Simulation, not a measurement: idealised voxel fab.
process module | voxel ribs on slabs
For reference, the cross-section in this document is cut, with width 190 nm and square cells of 5 nm.
A cross-section is a grid of square cells, given in bands from the top down. A band is one or more rows of cells. What a band's entry tells you: where the top is and where the bottom is, as heights in nm, and after that what lies inside, material by material from left to right, each with its width in nm. Empty space is written as the word "blank", and a single material marked with the word "throughout" occupies the band from edge to edge. Heights are reckoned from 0. Under this level, the received wafer is all of one material. The bottommost band is open-ended downward, for example "0 and below". Width spec "30 to 40" -> top row of cells at first value, bottom row at second value, equal per-row change in between. Key: "nothing different" - step with no changed cell in the cross-section. In "Voids, fully enclosed" the enclosed voids are listed, meaning empty spaces of 8 cells or larger without any opening to the top. The form is width x height at distance, distance from the left edge, units nm. Heads up: the bit after the settings on a step's line is the simulator's remark on that step. overlay nm: step with mask; distance mask lay right of planned place; negative value = left of planned place.

The steps planned for the process are as follows
1 RECEIVE,material Si
2 DIRECTIONAL_DEP,material SiO2,thk nm 20
3 DIRECTIONAL_DEP,material SiN,thk nm 15
4 DIRECTIONAL_DEP,material aC,thk nm 10
5 PATTERN,tone cover,mask id RIB,material resist,width nm 20,thk nm 25,overlay nm 0
6 DIRECTIONAL_ETCH,etch materials aC,depth nm 10
7 STRIP,etch materials resist
8 DIRECTIONAL_ETCH,etch materials SiN,depth nm 10
9 STRIP,etch materials aC
10 MASKED_ETCH,tone cover,mask id SLAB,width nm 50,etch materials SiN,depth nm 5,overlay nm 0
11 FILL_DEP,material SiO2,thk nm 20
12 CMP,height nm 45
13 DIRECTIONAL_DEP,material TiN,thk nm 5
14 MASKED_ETCH,tone cover,mask id HEATER,width nm 30,etch materials TiN,depth nm 5,overlay nm 0
15 CONFORMAL_DEP,material SiO2,thk nm 5

Delivered wafer in cross-section: state after step 1
    0 and below | Si throughout
    Voids, fully enclosed: none

Here's the wafer cut in cross-section after the module, started and planned just like above, except one thing was done wrong in the run
    55 down to 50 | blank 75 nm / SiO2 40 nm / blank 75 nm
    50 down to 45 | SiO2 80 nm / TiN 30 nm / SiO2 80 nm
    45 down to 35 | SiO2 85 to 70 nm / SiN 20 to 50 nm / SiO2 85 to 70 nm
    35 down to 20 | SiN throughout
    20 down to 0 | SiO2 throughout
    0 and below | Si throughout
    Voids, fully enclosed: none
What went wrong in running the wafer? step 3 of the plan was carried out twice
